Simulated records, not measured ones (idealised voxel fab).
Process module in this document: voxel transistor to metal
Shown is cross-section cut, with a width of 225 nm and square cells of size 5 nm.
In what follows, cross-sections appear as grids of square cells, described through bands that run from the top down, where every band is one or more rows of cells. In this notation a band is specified by the heights of its top and bottom, in that order and in nm, after which its materials appear from left to right, each paired with its width in nm. The word "full width" attached to a single material means that material fills the band from edge to edge; the word "empty" stands for empty space. Height datum 0, below which the as-received substrate wafer is one material. Lowest band open at the bottom, running downward: "from 0 down". So if you see something like "30..40" for the width, read it as the top row of the band sitting at the first number and the bottom row at the second, with every row in between moving by the same amount as the last. You'll sometimes find "changes: none" written for a step, and that's the way of saying that nowhere in the cross-section did a cell change during that step. "Closed void inventory" contains a list of empty spaces, each no smaller than 8 cells and without an open way to the top, written in the form width x height at distance with the distance from the left edge and all three in nm. Anything after a step's settings on that line? It's the simulator's own note about the step. The setting "overlay nm" may be written on the line of a step. When the step uses a mask, the value reports how far to the right of the planned place the mask lay, and a negative value reports that it lay to the left.
**Process steps foreseen in the plan**
1: op RECEIVE | material Si
2: op CONFORMAL_DEP | material SiO2 | thk nm 5
3: op CONFORMAL_DEP | material SiN | thk nm 15
4: op MASKED_ETCH | tone cover | mask id ACTIVE | width nm 85 | pitch nm 110 | etch materials SiN | depth nm 15 | overlay nm 0
5: op MASKED_ETCH | tone cover | mask id ACTIVE | width nm 85 | pitch nm 110 | etch materials SiO2 | depth nm 5 | overlay nm 0
6: op MASKED_ETCH | tone cover | mask id ACTIVE | width nm 85 | pitch nm 110 | etch materials Si | depth nm 30 | overlay nm 0
7: op OXIDIZE | depth nm 5
8: op FILL_DEP | material SiO2 | thk nm 10
9: op CMP | height nm 20
10: op SELECTIVE_ETCH | etch materials SiO2 | depth nm 10
11: op STRIP | etch materials SiN
12: op SELECTIVE_ETCH | etch materials SiO2 | depth nm 5
13: op OXIDIZE | depth nm 5
14: op DIRECTIONAL_DEP | material polySi | thk nm 25
15: op DIRECTIONAL_DEP | material SiCN | thk nm 15
16: op DIRECTIONAL_DEP | material aC | thk nm 10
17: op PATTERN | tone cover | mask id GATE | material resist | width nm 15 | pitch nm 110 | thk nm 30 | overlay nm 0
18: op DIRECTIONAL_ETCH | etch materials aC | depth nm 10
19: op STRIP | etch materials resist
20: op DIRECTIONAL_ETCH | etch materials SiCN | depth nm 25
21: op DIRECTIONAL_ETCH | etch materials polySi | depth nm 35
22: op STRIP | etch materials aC
23: op CONFORMAL_DEP | material SiN | thk nm 5
24: op DIRECTIONAL_ETCH | etch materials SiN | depth nm 5
25: op DIRECTIONAL_ETCH | etch materials SiO2 | depth nm 5
26: op DIRECTIONAL_ETCH | etch materials Si | depth nm 15
27: op EPI | material pSi | thk nm 15
28: op FILL_DEP | material SiO2 | thk nm 10
29: op CMP | height nm 40
30: op DIRECTIONAL_DEP | material SiO2 | thk nm 15
31: op MASKED_ETCH | tone open | mask id CONTACT | width nm 15 | etch materials SiO2 | depth nm 60 | overlay nm 0
32: op CONFORMAL_DEP | material TiN | thk nm 5
33: op FILL_DEP | material W | thk nm 5
34: op CMP | height nm 55
35: op CONFORMAL_DEP | material SiCN | thk nm 5
36: op DIRECTIONAL_DEP | material SiO2 | thk nm 15
37: op MASKED_ETCH | tone open | mask id METAL_1 | width nm 15 | etch materials SiO2 | depth nm 15 | overlay nm 0
38: op MASKED_ETCH | tone open | mask id METAL_1 | width nm 15 | etch materials SiCN | depth nm 5 | overlay nm 0
39: op CONFORMAL_DEP | material TiN | thk nm 5
40: op FILL_DEP | material Ru | thk nm 10
41: op CMP | height nm 75
42: op CONFORMAL_DEP | material SiN | thk nm 5
varied across the wafers: width nm of step 17. The plan shows the first wafer's value. All wafers start alike
**Cross-section: the first of several wafers in its as-received state, i.e. following step 1**
* from 0 down | Si full width
* Closed void inventory: none
**The following table contains a row per wafer, in which are reported, at the conclusion of the module, the cells of each material gained (+) or lost (-) since the wafer's receipt, with its closed voids given thereafter**
width nm 15; +12 Ru; -195 Si; +51 SiCN; +81 SiN; +477 SiO2; +136 TiN; +32 W; +96 pSi; +30 polySi; Closed void inventory: none
width nm 20; +12 Ru; -189 Si; +57 SiCN; +81 SiN; +467 SiO2; +130 TiN; +32 W; +90 pSi; +40 polySi; Closed void inventory: none
width nm 25; +12 Ru; -183 Si; +63 SiCN; +81 SiN; +457 SiO2; +124 TiN; +32 W; +84 pSi; +50 polySi; Closed void inventory: none
width nm 30; +12 Ru; -177 Si; +69 SiCN; +81 SiN; +447 SiO2; +118 TiN; +32 W; +78 pSi; +60 polySi; Closed void inventory: none
